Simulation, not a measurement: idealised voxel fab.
Title: Process Module voxel wiring stack
The cross-section on display is named cut; it measures 275 nm wide, and its cells are 5 nm squares.
Cross-section, as written here: a square-cell grid given band by band from the top down, where a band holds one or more rows of cells. Band entry format. Leading values: height of top, height of bottom, nm. Remainder: materials in left-to-right order, each with its width in nm. Special words: "edge to edge" on a single material, which then fills the band edge to edge; "air", empty space. Convention: height 0 is the level below which the wafer, as received, is all one material. The lowest band does not terminate at the bottom but continues downward, represented as "0..down". Top row gets the first number, bottom row gets the second, and each row in between changes by the same step: that is how a band width like "30->40" works. Step marked "nothing was modified"? Then no cell in the cross-section changed in it. For the entry "Fully enclosed voids", the listed items are empty spaces with no open way to the top whose size is 8 cells or more; each item follows the pattern width x height at distance, where distance is from the left edge and all three are in nm. On a step's line, text after the settings is the simulator commenting on that step. "overlay nm" denotes, for a step that has a mask, the displacement of the mask to the right of its planned place, with negative values corresponding to the left. Pairs, read this way: before one process step on the one hand, after it on the other, the after cross-section ending at the lowest band that changed; the step between, settings included, beneath. Same starting wafer throughout, but possibly different runs of this module, so no pair continues from the pair above unless its entry headed "State before" says so.
# State before
> 0..down  Si edge to edge
> Fully enclosed voids: none
# Cross-Section Thereafter
> 15..0  SiO2 edge to edge
> Under the height 0 nothing was changed.
> Fully enclosed voids: none
Process step bridging the above cross-sections: CONFORMAL_DEP | material SiO2 | thk nm 15
State before: The prior state of this step coincides with the post-step cross-section of the pair just above.
# Cross-Section Thereafter
> 20..15  TiN edge to edge
> Under the height 15 nothing was changed.
> Fully enclosed voids: none
Process step bridging the above cross-sections: DIRECTIONAL_DEP | material TiN | thk nm 5
State before: The prior state of this step coincides with the post-step cross-section of the pair just above.
# Cross-Section Thereafter
> 45..20  Ru edge to edge
> Under the height 20 nothing was changed.
> Fully enclosed voids: none
Process step bridging the above cross-sections: DIRECTIONAL_DEP | material Ru | thk nm 25
State before: The prior state of this step coincides with the post-step cross-section of the pair just above.
# Cross-Section Thereafter
> 60..45  aC edge to edge
> Under the height 45 nothing was changed.
> Fully enclosed voids: none
Process step bridging the above cross-sections: DIRECTIONAL_DEP | material aC | thk nm 15
State before: The prior state of this step coincides with the post-step cross-section of the pair just above.
# Cross-Section Thereafter
> 90..60  air 65 nm; resist 20 nm; air 20 nm; resist 20 nm; air 20 nm; resist 20 nm; air 20 nm; resist 20 nm; air 70 nm
> Under the height 60 nothing was changed.
> Fully enclosed voids: none
Process step bridging the above cross-sections: PATTERN | tone cover | mask id METAL_1 | material resist | width nm 20 | pitch nm 40 | thk nm 30 | overlay nm 0
State before: The prior state of this step coincides with the post-step cross-section of the pair just above.
# Cross-Section Thereafter
> 75..60  air 65 nm; resist 20 nm; air 20 nm; resist 20 nm; air 20 nm; resist 20 nm; air 20 nm; resist 20 nm; air 70 nm
> 60..45  air 65 nm; aC 20 nm; air 20 nm; aC 20 nm; air 20 nm; aC 20 nm; air 20 nm; aC 20 nm; air 70 nm
> Under the height 45 nothing was changed.
> Fully enclosed voids: none
Process step bridging the above cross-sections: DIRECTIONAL_ETCH | etch materials aC | depth nm 15
State before: The prior state of this step coincides with the post-step cross-section of the pair just above.
# Cross-Section Thereafter
> 60..45  air 65 nm; aC 20 nm; air 20 nm; aC 20 nm; air 20 nm; aC 20 nm; air 20 nm; aC 20 nm; air 70 nm
> Under the height 45 nothing was changed.
> Fully enclosed voids: none
Process step bridging the above cross-sections: STRIP | etch materials resist
State before: The prior state of this step coincides with the post-step cross-section of the pair just above.
# Cross-Section Thereafter
> 60..45  air 65 nm; aC 20 nm; air 20 nm; aC 20 nm; air 20 nm; aC 20 nm; air 20 nm; aC 20 nm; air 70 nm
> 45..20  air 65 nm; Ru 20 nm; air 20 nm; Ru 20 nm; air 20 nm; Ru 20 nm; air 20 nm; Ru 20 nm; air 70 nm
> Under the height 20 nothing was changed.
> Fully enclosed voids: none
Process step bridging the above cross-sections: DIRECTIONAL_ETCH | etch materials Ru | depth nm 25
State before: The prior state of this step coincides with the post-step cross-section of the pair just above.
# Cross-Section Thereafter
> 60..45  air 65 nm; aC 20 nm; air 20 nm; aC 20 nm; air 20 nm; aC 20 nm; air 20 nm; aC 20 nm; air 70 nm
> 45..20  air 65 nm; Ru 20 nm; air 20 nm; Ru 20 nm; air 20 nm; Ru 20 nm; air 20 nm; Ru 20 nm; air 70 nm
> 20..15  air 65 nm; TiN 20 nm; air 20 nm; TiN 20 nm; air 20 nm; TiN 20 nm; air 20 nm; TiN 20 nm; air 70 nm
> Under the height 15 nothing was changed.
> Fully enclosed voids: none
Process step bridging the above cross-sections: DIRECTIONAL_ETCH | etch materials TiN | depth nm 5
State before: The prior state of this step coincides with the post-step cross-section of the pair just above.
# Cross-Section Thereafter
> 45..20  air 65 nm; Ru 20 nm; air 20 nm; Ru 20 nm; air 20 nm; Ru 20 nm; air 20 nm; Ru 20 nm; air 70 nm
> Under the height 20 nothing was changed.
> Fully enclosed voids: none
Process step bridging the above cross-sections: STRIP | etch materials aC
State before: The prior state of this step coincides with the post-step cross-section of the pair just above.
# Cross-Section Thereafter
> 50..45  SiO2 edge to edge
> 45..20  SiO2 65 nm; Ru 20 nm; SiO2 20 nm; Ru 20 nm; SiO2 20 nm; Ru 20 nm; SiO2 20 nm; Ru 20 nm; SiO2 70 nm
> 20..15  SiO2 65 nm; TiN 20 nm; SiO2 20 nm; TiN 20 nm; SiO2 20 nm; TiN 20 nm; SiO2 20 nm; TiN 20 nm; SiO2 70 nm
> Under the height 15 nothing was changed.
> Fully enclosed voids: none
Process step bridging the above cross-sections: FILL_DEP | material SiO2 | thk nm 5
State before: The prior state of this step coincides with the post-step cross-section of the pair just above.
# Cross-Section Thereafter
> 45..20  SiO2 65 nm; Ru 20 nm; SiO2 20 nm; Ru 20 nm; SiO2 20 nm; Ru 20 nm; SiO2 20 nm; Ru 20 nm; SiO2 70 nm
> Under the height 20 nothing was changed.
> Fully enclosed voids: none
Process step bridging the above cross-sections: CMP | height nm 45
State before: The prior state of this step coincides with the post-step cross-section of the pair just above.
# Cross-Section Thereafter
> 50..45  SiCN edge to edge
> Under the height 45 nothing was changed.
> Fully enclosed voids: none
Process step bridging the above cross-sections: CONFORMAL_DEP | material SiCN | thk nm 5
State before: The prior state of this step coincides with the post-step cross-section of the pair just above.
# Cross-Section Thereafter
> 80..50  lowk edge to edge
> Under the height 50 nothing was changed.
> Fully enclosed voids: none
Process step bridging the above cross-sections: DIRECTIONAL_DEP | material lowk | thk nm 30
State before: The prior state of this step coincides with the post-step cross-section of the pair just above.
# Cross-Section Thereafter
> 95..80  resist 65 nm; air 15 nm; resist 65 nm; air 15 nm; resist 115 nm
> Under the height 80 nothing was changed.
> Fully enclosed voids: none
Process step bridging the above cross-sections: PATTERN | tone open | mask id METAL_2_HOLES | material resist | width nm 15 | pitch nm 80 | thk nm 15 | overlay nm 0
State before: The prior state of this step coincides with the post-step cross-section of the pair just above.
# Cross-Section Thereafter
> 95..80  resist 65 nm; air 15 nm; resist 65 nm; air 15 nm; resist 115 nm
> 80..50  lowk 65 nm; air 15 nm; lowk 65 nm; air 15 nm; lowk 115 nm
> Under the height 50 nothing was changed.
> Fully enclosed voids: none
Process step bridging the above cross-sections: DIRECTIONAL_ETCH | etch materials lowk | depth nm 30
State before: The prior state of this step coincides with the post-step cross-section of the pair just above.
# Cross-Section Thereafter
> 80..50  lowk 65 nm; air 15 nm; lowk 65 nm; air 15 nm; lowk 115 nm
> Under the height 50 nothing was changed.
> Fully enclosed voids: none
Process step bridging the above cross-sections: STRIP | etch materials resist
State before: The prior state of this step coincides with the post-step cross-section of the pair just above.
# Cross-Section Thereafter
> 95..80  resist 65 nm; air 20 nm; resist 20 nm; air 20 nm; resist 20 nm; air 20 nm; resist 20 nm; air 20 nm; resist 70 nm
> Under the height 80 nothing was changed.
> Fully enclosed voids: none
Process step bridging the above cross-sections: PATTERN | tone open | mask id METAL_2 | material resist | width nm 20 | pitch nm 40 | thk nm 15 | overlay nm 0
State before: The prior state of this step coincides with the post-step cross-section of the pair just above.
# Cross-Section Thereafter
> 95..80  resist 65 nm; air 20 nm; resist 20 nm; air 20 nm; resist 20 nm; air 20 nm; resist 20 nm; air 20 nm; resist 70 nm
> 80..60  lowk 65 nm; air 20 nm; lowk 20 nm; air 20 nm; lowk 20 nm; air 20 nm; lowk 20 nm; air 20 nm; lowk 70 nm
> Under the height 60 nothing was changed.
> Fully enclosed voids: none
Process step bridging the above cross-sections: DIRECTIONAL_ETCH | etch materials lowk | depth nm 20
State before: The prior state of this step coincides with the post-step cross-section of the pair just above.
# Cross-Section Thereafter
> 95..80  resist 65 nm; air 20 nm; resist 20 nm; air 20 nm; resist 20 nm; air 20 nm; resist 20 nm; air 20 nm; resist 70 nm
> 80..60  lowk 65 nm; air 20 nm; lowk 20 nm; air 20 nm; lowk 20 nm; air 20 nm; lowk 20 nm; air 20 nm; lowk 70 nm
> 60..50  lowk 65 nm; air 15 nm; lowk 65 nm; air 15 nm; lowk 115 nm
> 50..45  SiCN 65 nm; air 15 nm; SiCN 65 nm; air 15 nm; SiCN 115 nm
> Under the height 45 nothing was changed.
> Fully enclosed voids: none
Process step bridging the above cross-sections: DIRECTIONAL_ETCH | etch materials SiCN | depth nm 5
State before: The prior state of this step coincides with the post-step cross-section of the pair just above.
# Cross-Section Thereafter
> 80..60  lowk 65 nm; air 20 nm; lowk 20 nm; air 20 nm; lowk 20 nm; air 20 nm; lowk 20 nm; air 20 nm; lowk 70 nm
> Under the height 60 nothing was changed.
> Fully enclosed voids: none
Process step bridging the above cross-sections: STRIP | etch materials resist
State before: The prior state of this step coincides with the post-step cross-section of the pair just above.
# Cross-Section Thereafter
> 85..80  TiN 70 nm; air 10 nm; TiN 30 nm; air 10 nm; TiN 30 nm; air 10 nm; TiN 30 nm; air 10 nm; TiN 75 nm
> 80..65  lowk 65 nm; TiN 5 nm; air 10 nm; TiN 5 nm; lowk 20 nm; TiN 5 nm; air 10 nm; TiN 5 nm; lowk 20 nm; TiN 5 nm; air 10 nm; TiN 5 nm; lowk 20 nm; TiN 5 nm; air 10 nm; TiN 5 nm; lowk 70 nm
> 65..60  lowk 65 nm; TiN 5 nm; air 5 nm; TiN 10 nm; lowk 20 nm; TiN 20 nm; lowk 20 nm; TiN 5 nm; air 5 nm; TiN 10 nm; lowk 20 nm; TiN 20 nm; lowk 70 nm
> 60..50  lowk 65 nm; TiN 5 nm; air 5 nm; TiN 5 nm; lowk 65 nm; TiN 5 nm; air 5 nm; TiN 5 nm; lowk 115 nm
> 50..45  SiCN 65 nm; TiN 15 nm; SiCN 65 nm; TiN 15 nm; SiCN 115 nm
> Under the height 45 nothing was changed.
> Fully enclosed voids: none
Process step bridging the above cross-sections: CONFORMAL_DEP | material TiN | thk nm 5
State before: The prior state of this step coincides with the post-step cross-section of the pair just above.
# Cross-Section Thereafter
> 90..85  Ru edge to edge
> 85..80  TiN 70 nm; Ru 10 nm; TiN 30 nm; Ru 10 nm; TiN 30 nm; Ru 10 nm; TiN 30 nm; Ru 10 nm; TiN 75 nm
> 80..65  lowk 65 nm; TiN 5 nm; Ru 10 nm; TiN 5 nm; lowk 20 nm; TiN 5 nm; Ru 10 nm; TiN 5 nm; lowk 20 nm; TiN 5 nm; Ru 10 nm; TiN 5 nm; lowk 20 nm; TiN 5 nm; Ru 10 nm; TiN 5 nm; lowk 70 nm
> 65..60  lowk 65 nm; TiN 5 nm; Ru 5 nm; TiN 10 nm; lowk 20 nm; TiN 20 nm; lowk 20 nm; TiN 5 nm; Ru 5 nm; TiN 10 nm; lowk 20 nm; TiN 20 nm; lowk 70 nm
> 60..50  lowk 65 nm; TiN 5 nm; Ru 5 nm; TiN 5 nm; lowk 65 nm; TiN 5 nm; Ru 5 nm; TiN 5 nm; lowk 115 nm
> Under the height 50 nothing was changed.
> Fully enclosed voids: none
Process step bridging the above cross-sections: FILL_DEP | material Ru | thk nm 5
State before: The prior state of this step coincides with the post-step cross-section of the pair just above.
# Cross-Section Thereafter
> 80..65  lowk 65 nm; TiN 5 nm; Ru 10 nm; TiN 5 nm; lowk 20 nm; TiN 5 nm; Ru 10 nm; TiN 5 nm; lowk 20 nm; TiN 5 nm; Ru 10 nm; TiN 5 nm; lowk 20 nm; TiN 5 nm; Ru 10 nm; TiN 5 nm; lowk 70 nm
> Under the height 65 nothing was changed.
> Fully enclosed voids: none
Process step bridging the above cross-sections: CMP | height nm 80
State before: The prior state of this step coincides with the post-step cross-section of the pair just above.
# Cross-Section Thereafter
> 85..80  SiCN edge to edge
> Under the height 80 nothing was changed.
> Fully enclosed voids: none
Process step bridging the above cross-sections: CONFORMAL_DEP | material SiCN | thk nm 5
State before: The prior state of this step coincides with the post-step cross-section of the pair just above.
# Cross-Section Thereafter
> 120..85  SiO2 edge to edge
> Under the height 85 nothing was changed.
> Fully enclosed voids: none
Process step bridging the above cross-sections: DIRECTIONAL_DEP | material SiO2 | thk nm 35
State before: The prior state of this step coincides with the post-step cross-section of the pair just above.
# Cross-Section Thereafter
> 130..120  aC edge to edge
> Under the height 120 nothing was changed.
> Fully enclosed voids: none
Process step bridging the above cross-sections: DIRECTIONAL_DEP | material aC | thk nm 10
State before: The prior state of this step coincides with the post-step cross-section of the pair just above.
# Cross-Section Thereafter
> 160..130  resist 65 nm; air 20 nm; resist 20 nm; air 20 nm; resist 20 nm; air 20 nm; resist 20 nm; air 20 nm; resist 70 nm
> Under the height 130 nothing was changed.
> Fully enclosed voids: none
Process step bridging the above cross-sections: PATTERN | tone open | mask id METAL_3 | material resist | width nm 20 | pitch nm 40 | thk nm 30 | overlay nm 0
State before: The prior state of this step coincides with the post-step cross-section of the pair just above.
# Cross-Section Thereafter
> 150..130  resist 65 nm; air 20 nm; resist 20 nm; air 20 nm; resist 20 nm; air 20 nm; resist 20 nm; air 20 nm; resist 70 nm
> 130..120  aC 65 nm; air 20 nm; aC 20 nm; air 20 nm; aC 20 nm; air 20 nm; aC 20 nm; air 20 nm; aC 70 nm
> Under the height 120 nothing was changed.
> Fully enclosed voids: none
Process step bridging the above cross-sections: DIRECTIONAL_ETCH | etch materials aC | depth nm 10
State before: The prior state of this step coincides with the post-step cross-section of the pair just above.
# Cross-Section Thereafter
> 130..120  aC 65 nm; air 20 nm; aC 20 nm; air 20 nm; aC 20 nm; air 20 nm; aC 20 nm; air 20 nm; aC 70 nm
> Under the height 120 nothing was changed.
> Fully enclosed voids: none
Process step bridging the above cross-sections: STRIP | etch materials resist
State before: The prior state of this step coincides with the post-step cross-section of the pair just above.
# Cross-Section Thereafter
> 130..120  aC 65 nm; air 20 nm; aC 20 nm; air 20 nm; aC 20 nm; air 20 nm; aC 20 nm; air 20 nm; aC 70 nm
> 120..100  SiO2 65 nm; air 20 nm; SiO2 20 nm; air 20 nm; SiO2 20 nm; air 20 nm; SiO2 20 nm; air 20 nm; SiO2 70 nm
> Under the height 100 nothing was changed.
> Fully enclosed voids: none
Process step bridging the above cross-sections: DIRECTIONAL_ETCH | etch materials SiO2 | depth nm 20
State before: The prior state of this step coincides with the post-step cross-section of the pair just above.
# Cross-Section Thereafter
> 120..100  SiO2 65 nm; air 20 nm; SiO2 20 nm; air 20 nm; SiO2 20 nm; air 20 nm; SiO2 20 nm; air 20 nm; SiO2 70 nm
> Under the height 100 nothing was changed.
> Fully enclosed voids: none
Process step bridging the above cross-sections: STRIP | etch materials aC
State before: The prior state of this step coincides with the post-step cross-section of the pair just above.
# Cross-Section Thereafter
> 120..100  SiO2 65 nm; air 20 nm; SiO2 20 nm; air 20 nm; SiO2 20 nm; air 20 nm; SiO2 20 nm; air 20 nm; SiO2 70 nm
> 100..85  SiO2 65 nm; air 15 nm; SiO2 65 nm; air 15 nm; SiO2 115 nm
> Under the height 85 nothing was changed.
> Fully enclosed voids: none
Process step bridging the above cross-sections: MASKED_ETCH | tone open | mask id METAL_3_HOLES | width nm 15 | pitch nm 80 | etch materials SiO2 | depth nm 15 | overlay nm 0
State before: The prior state of this step coincides with the post-step cross-section of the pair just above.
# Cross-Section Thereafter
> 120..100  SiO2 65 nm; air 20 nm; SiO2 20 nm; air 20 nm; SiO2 20 nm; air 20 nm; SiO2 20 nm; air 20 nm; SiO2 70 nm
> 100..85  SiO2 65 nm; air 15 nm; SiO2 65 nm; air 15 nm; SiO2 115 nm
> 85..80  SiCN 65 nm; air 15 nm; SiCN 65 nm; air 15 nm; SiCN 115 nm
> Under the height 80 nothing was changed.
> Fully enclosed voids: none
Process step bridging the above cross-sections: MASKED_ETCH | tone open | mask id METAL_3_HOLES | width nm 15 | pitch nm 80 | etch materials SiCN | depth nm 5 | overlay nm 0
State before: The prior state of this step coincides with the post-step cross-section of the pair just above.
# Cross-Section Thereafter
> 125..120  TiN 70 nm; air 10 nm; TiN 30 nm; air 10 nm; TiN 30 nm; air 10 nm; TiN 30 nm; air 10 nm; TiN 75 nm
> 120..105  SiO2 65 nm; TiN 5 nm; air 10 nm; TiN 5 nm; SiO2 20 nm; TiN 5 nm; air 10 nm; TiN 5 nm; SiO2 20 nm; TiN 5 nm; air 10 nm; TiN 5 nm; SiO2 20 nm; TiN 5 nm; air 10 nm; TiN 5 nm; SiO2 70 nm
> 105..100  SiO2 65 nm; TiN 5 nm; air 5 nm; TiN 10 nm; SiO2 20 nm; TiN 20 nm; SiO2 20 nm; TiN 5 nm; air 5 nm; TiN 10 nm; SiO2 20 nm; TiN 20 nm; SiO2 70 nm
> 100..85  SiO2 65 nm; TiN 5 nm; air 5 nm; TiN 5 nm; SiO2 65 nm; TiN 5 nm; air 5 nm; TiN 5 nm; SiO2 115 nm
> 85..80  SiCN 65 nm; TiN 15 nm; SiCN 65 nm; TiN 15 nm; SiCN 115 nm
> Under the height 80 nothing was changed.
> Fully enclosed voids: none
Process step bridging the above cross-sections: CONFORMAL_DEP | material TiN | thk nm 5
State before: The prior state of this step coincides with the post-step cross-section of the pair just above.
# Cross-Section Thereafter
> 135..125  Cu edge to edge
> 125..120  TiN 70 nm; Cu 10 nm; TiN 30 nm; Cu 10 nm; TiN 30 nm; Cu 10 nm; TiN 30 nm; Cu 10 nm; TiN 75 nm
> 120..105  SiO2 65 nm; TiN 5 nm; Cu 10 nm; TiN 5 nm; SiO2 20 nm; TiN 5 nm; Cu 10 nm; TiN 5 nm; SiO2 20 nm; TiN 5 nm; Cu 10 nm; TiN 5 nm; SiO2 20 nm; TiN 5 nm; Cu 10 nm; TiN 5 nm; SiO2 70 nm
> 105..100  SiO2 65 nm; TiN 5 nm; Cu 5 nm; TiN 10 nm; SiO2 20 nm; TiN 20 nm; SiO2 20 nm; TiN 5 nm; Cu 5 nm; TiN 10 nm; SiO2 20 nm; TiN 20 nm; SiO2 70 nm
> 100..85  SiO2 65 nm; TiN 5 nm; Cu 5 nm; TiN 5 nm; SiO2 65 nm; TiN 5 nm; Cu 5 nm; TiN 5 nm; SiO2 115 nm
> Under the height 85 nothing was changed.
> Fully enclosed voids: none
Process step bridging the above cross-sections: FILL_DEP | material Cu | thk nm 10
State before: The prior state of this step coincides with the post-step cross-section of the pair just above.
# Cross-Section Thereafter
> 120..105  SiO2 65 nm; TiN 5 nm; Cu 10 nm; TiN 5 nm; SiO2 20 nm; TiN 5 nm; Cu 10 nm; TiN 5 nm; SiO2 20 nm; TiN 5 nm; Cu 10 nm; TiN 5 nm; SiO2 20 nm; TiN 5 nm; Cu 10 nm; TiN 5 nm; SiO2 70 nm
> Under the height 105 nothing was changed.
> Fully enclosed voids: none
Process step bridging the above cross-sections: CMP | height nm 120
State before: The prior state of this step coincides with the post-step cross-section of the pair just above.
# Cross-Section Thereafter
> 125..120  SiN edge to edge
> Under the height 120 nothing was changed.
> Fully enclosed voids: none
Process step bridging the above cross-sections: CONFORMAL_DEP | material SiN | thk nm 5
# State before
> 15..0  SiO2 edge to edge
> 0..down  Si edge to edge
> Fully enclosed voids: none
# Cross-Section Thereafter
> 40..15  Ru edge to edge
> Under the height 15 nothing was changed.
> Fully enclosed voids: none
Process step bridging the above cross-sections: DIRECTIONAL_DEP | material Ru | thk nm 25
State before: The prior state of this step coincides with the post-step cross-section of the pair just above.
# Cross-Section Thereafter
> 55..40  aC edge to edge
> Under the height 40 nothing was changed.
> Fully enclosed voids: none
Process step bridging the above cross-sections: DIRECTIONAL_DEP | material aC | thk nm 15
State before: The prior state of this step coincides with the post-step cross-section of the pair just above.
# Cross-Section Thereafter
> 85..55  air 65 nm; resist 20 nm; air 20 nm; resist 20 nm; air 20 nm; resist 20 nm; air 20 nm; resist 20 nm; air 70 nm
> Under the height 55 nothing was changed.
> Fully enclosed voids: none
Process step bridging the above cross-sections: PATTERN | tone cover | mask id METAL_1 | material resist | width nm 20 | pitch nm 40 | thk nm 30 | overlay nm 0
State before: The prior state of this step coincides with the post-step cross-section of the pair just above.
# Cross-Section Thereafter
> 70..55  air 65 nm; resist 20 nm; air 20 nm; resist 20 nm; air 20 nm; resist 20 nm; air 20 nm; resist 20 nm; air 70 nm
> 55..40  air 65 nm; aC 20 nm; air 20 nm; aC 20 nm; air 20 nm; aC 20 nm; air 20 nm; aC 20 nm; air 70 nm
> Under the height 40 nothing was changed.
> Fully enclosed voids: none
Process step bridging the above cross-sections: DIRECTIONAL_ETCH | etch materials aC | depth nm 15
State before: The prior state of this step coincides with the post-step cross-section of the pair just above.
# Cross-Section Thereafter
> 55..40  air 65 nm; aC 20 nm; air 20 nm; aC 20 nm; air 20 nm; aC 20 nm; air 20 nm; aC 20 nm; air 70 nm
> Under the height 40 nothing was changed.
> Fully enclosed voids: none
Process step bridging the above cross-sections: STRIP | etch materials resist
State before: The prior state of this step coincides with the post-step cross-section of the pair just above.
# Cross-Section Thereafter
> 55..40  air 65 nm; aC 20 nm; air 20 nm; aC 20 nm; air 20 nm; aC 20 nm; air 20 nm; aC 20 nm; air 70 nm
> 40..15  air 65 nm; Ru 20 nm; air 20 nm; Ru 20 nm; air 20 nm; Ru 20 nm; air 20 nm; Ru 20 nm; air 70 nm
> Under the height 15 nothing was changed.
> Fully enclosed voids: none
Process step bridging the above cross-sections: DIRECTIONAL_ETCH | etch materials Ru | depth nm 25
State before: The prior state of this step coincides with the post-step cross-section of the pair just above.
# Cross-Section Thereafter
> 40..15  air 65 nm; Ru 20 nm; air 20 nm; Ru 20 nm; air 20 nm; Ru 20 nm; air 20 nm; Ru 20 nm; air 70 nm
> Under the height 15 nothing was changed.
> Fully enclosed voids: none
Process step bridging the above cross-sections: STRIP | etch materials aC
State before: The prior state of this step coincides with the post-step cross-section of the pair just above.
# Cross-Section Thereafter
> 45..40  SiO2 edge to edge
> 40..15  SiO2 65 nm; Ru 20 nm; SiO2 20 nm; Ru 20 nm; SiO2 20 nm; Ru 20 nm; SiO2 20 nm; Ru 20 nm; SiO2 70 nm
> Under the height 15 nothing was changed.
> Fully enclosed voids: none
Process step bridging the above cross-sections: FILL_DEP | material SiO2 | thk nm 5
State before: The prior state of this step coincides with the post-step cross-section of the pair just above.
# Cross-Section Thereafter
> 50..45  SiCN edge to edge
> Under the height 45 nothing was changed.
> Fully enclosed voids: none
Process step bridging the above cross-sections: CONFORMAL_DEP | material SiCN | thk nm 5
State before: The prior state of this step coincides with the post-step cross-section of the pair just above.
# Cross-Section Thereafter
> 80..50  lowk edge to edge
> Under the height 50 nothing was changed.
> Fully enclosed voids: none
Process step bridging the above cross-sections: DIRECTIONAL_DEP | material lowk | thk nm 30
State before: The prior state of this step coincides with the post-step cross-section of the pair just above.
# Cross-Section Thereafter
> 95..80  resist 65 nm; air 15 nm; resist 65 nm; air 15 nm; resist 115 nm
> Under the height 80 nothing was changed.
> Fully enclosed voids: none
Process step bridging the above cross-sections: PATTERN | tone open | mask id METAL_2_HOLES | material resist | width nm 15 | pitch nm 80 | thk nm 15 | overlay nm 0
State before: The prior state of this step coincides with the post-step cross-section of the pair just above.
# Cross-Section Thereafter
> 95..80  resist 65 nm; air 15 nm; resist 65 nm; air 15 nm; resist 115 nm
> 80..50  lowk 65 nm; air 15 nm; lowk 65 nm; air 15 nm; lowk 115 nm
> Under the height 50 nothing was changed.
> Fully enclosed voids: none
Process step bridging the above cross-sections: DIRECTIONAL_ETCH | etch materials lowk | depth nm 30
State before: The prior state of this step coincides with the post-step cross-section of the pair just above.
# Cross-Section Thereafter
> 80..50  lowk 65 nm; air 15 nm; lowk 65 nm; air 15 nm; lowk 115 nm
> Under the height 50 nothing was changed.
> Fully enclosed voids: none
Process step bridging the above cross-sections: STRIP | etch materials resist
State before: The prior state of this step coincides with the post-step cross-section of the pair just above.
# Cross-Section Thereafter
> 95..80  resist 65 nm; air 20 nm; resist 20 nm; air 20 nm; resist 20 nm; air 20 nm; resist 20 nm; air 20 nm; resist 70 nm
> Under the height 80 nothing was changed.
> Fully enclosed voids: none
Process step bridging the above cross-sections: PATTERN | tone open | mask id METAL_2 | material resist | width nm 20 | pitch nm 40 | thk nm 15 | overlay nm 0
State before: The prior state of this step coincides with the post-step cross-section of the pair just above.
# Cross-Section Thereafter
> 95..80  resist 65 nm; air 20 nm; resist 20 nm; air 20 nm; resist 20 nm; air 20 nm; resist 20 nm; air 20 nm; resist 70 nm
> 80..60  lowk 65 nm; air 20 nm; lowk 20 nm; air 20 nm; lowk 20 nm; air 20 nm; lowk 20 nm; air 20 nm; lowk 70 nm
> Under the height 60 nothing was changed.
> Fully enclosed voids: none
Process step bridging the above cross-sections: DIRECTIONAL_ETCH | etch materials lowk | depth nm 20
State before: The prior state of this step coincides with the post-step cross-section of the pair just above.
# Cross-Section Thereafter
> 95..80  resist 65 nm; air 20 nm; resist 20 nm; air 20 nm; resist 20 nm; air 20 nm; resist 20 nm; air 20 nm; resist 70 nm
> 80..60  lowk 65 nm; air 20 nm; lowk 20 nm; air 20 nm; lowk 20 nm; air 20 nm; lowk 20 nm; air 20 nm; lowk 70 nm
> 60..50  lowk 65 nm; air 15 nm; lowk 65 nm; air 15 nm; lowk 115 nm
> 50..45  SiCN 65 nm; air 15 nm; SiCN 65 nm; air 15 nm; SiCN 115 nm
> Under the height 45 nothing was changed.
> Fully enclosed voids: none
Process step bridging the above cross-sections: DIRECTIONAL_ETCH | etch materials SiCN | depth nm 5
State before: The prior state of this step coincides with the post-step cross-section of the pair just above.
# Cross-Section Thereafter
> 80..60  lowk 65 nm; air 20 nm; lowk 20 nm; air 20 nm; lowk 20 nm; air 20 nm; lowk 20 nm; air 20 nm; lowk 70 nm
> Under the height 60 nothing was changed.
> Fully enclosed voids: none
Process step bridging the above cross-sections: STRIP | etch materials resist
State before: The prior state of this step coincides with the post-step cross-section of the pair just above.
# Cross-Section Thereafter
> 85..80  TiN 70 nm; air 10 nm; TiN 30 nm; air 10 nm; TiN 30 nm; air 10 nm; TiN 30 nm; air 10 nm; TiN 75 nm
> 80..65  lowk 65 nm; TiN 5 nm; air 10 nm; TiN 5 nm; lowk 20 nm; TiN 5 nm; air 10 nm; TiN 5 nm; lowk 20 nm; TiN 5 nm; air 10 nm; TiN 5 nm; lowk 20 nm; TiN 5 nm; air 10 nm; TiN 5 nm; lowk 70 nm
> 65..60  lowk 65 nm; TiN 5 nm; air 5 nm; TiN 10 nm; lowk 20 nm; TiN 20 nm; lowk 20 nm; TiN 5 nm; air 5 nm; TiN 10 nm; lowk 20 nm; TiN 20 nm; lowk 70 nm
> 60..50  lowk 65 nm; TiN 5 nm; air 5 nm; TiN 5 nm; lowk 65 nm; TiN 5 nm; air 5 nm; TiN 5 nm; lowk 115 nm
> 50..45  SiCN 65 nm; TiN 15 nm; SiCN 65 nm; TiN 15 nm; SiCN 115 nm
> Under the height 45 nothing was changed.
> Fully enclosed voids: none
Process step bridging the above cross-sections: CONFORMAL_DEP | material TiN | thk nm 5
State before: The prior state of this step coincides with the post-step cross-section of the pair just above.
# Cross-Section Thereafter
> 90..85  Ru edge to edge
> 85..80  TiN 70 nm; Ru 10 nm; TiN 30 nm; Ru 10 nm; TiN 30 nm; Ru 10 nm; TiN 30 nm; Ru 10 nm; TiN 75 nm
> 80..65  lowk 65 nm; TiN 5 nm; Ru 10 nm; TiN 5 nm; lowk 20 nm; TiN 5 nm; Ru 10 nm; TiN 5 nm; lowk 20 nm; TiN 5 nm; Ru 10 nm; TiN 5 nm; lowk 20 nm; TiN 5 nm; Ru 10 nm; TiN 5 nm; lowk 70 nm
> 65..60  lowk 65 nm; TiN 5 nm; Ru 5 nm; TiN 10 nm; lowk 20 nm; TiN 20 nm; lowk 20 nm; TiN 5 nm; Ru 5 nm; TiN 10 nm; lowk 20 nm; TiN 20 nm; lowk 70 nm
> 60..50  lowk 65 nm; TiN 5 nm; Ru 5 nm; TiN 5 nm; lowk 65 nm; TiN 5 nm; Ru 5 nm; TiN 5 nm; lowk 115 nm
> Under the height 50 nothing was changed.
> Fully enclosed voids: none
Process step bridging the above cross-sections: FILL_DEP | material Ru | thk nm 5
State before: The prior state of this step coincides with the post-step cross-section of the pair just above.
# Cross-Section Thereafter
> 80..65  lowk 65 nm; TiN 5 nm; Ru 10 nm; TiN 5 nm; lowk 20 nm; TiN 5 nm; Ru 10 nm; TiN 5 nm; lowk 20 nm; TiN 5 nm; Ru 10 nm; TiN 5 nm; lowk 20 nm; TiN 5 nm; Ru 10 nm; TiN 5 nm; lowk 70 nm
> Under the height 65 nothing was changed.
> Fully enclosed voids: none
Process step bridging the above cross-sections: CMP | height nm 80
State before: The prior state of this step coincides with the post-step cross-section of the pair just above.
# Cross-Section Thereafter
> 85..80  SiCN edge to edge
> Under the height 80 nothing was changed.
> Fully enclosed voids: none
Process step bridging the above cross-sections: CONFORMAL_DEP | material SiCN | thk nm 5
State before: The prior state of this step coincides with the post-step cross-section of the pair just above.
# Cross-Section Thereafter
> 120..85  SiO2 edge to edge
> Under the height 85 nothing was changed.
> Fully enclosed voids: none
Process step bridging the above cross-sections: DIRECTIONAL_DEP | material SiO2 | thk nm 35
State before: The prior state of this step coincides with the post-step cross-section of the pair just above.
# Cross-Section Thereafter
> 130..120  aC edge to edge
> Under the height 120 nothing was changed.
> Fully enclosed voids: none
Process step bridging the above cross-sections: DIRECTIONAL_DEP | material aC | thk nm 10
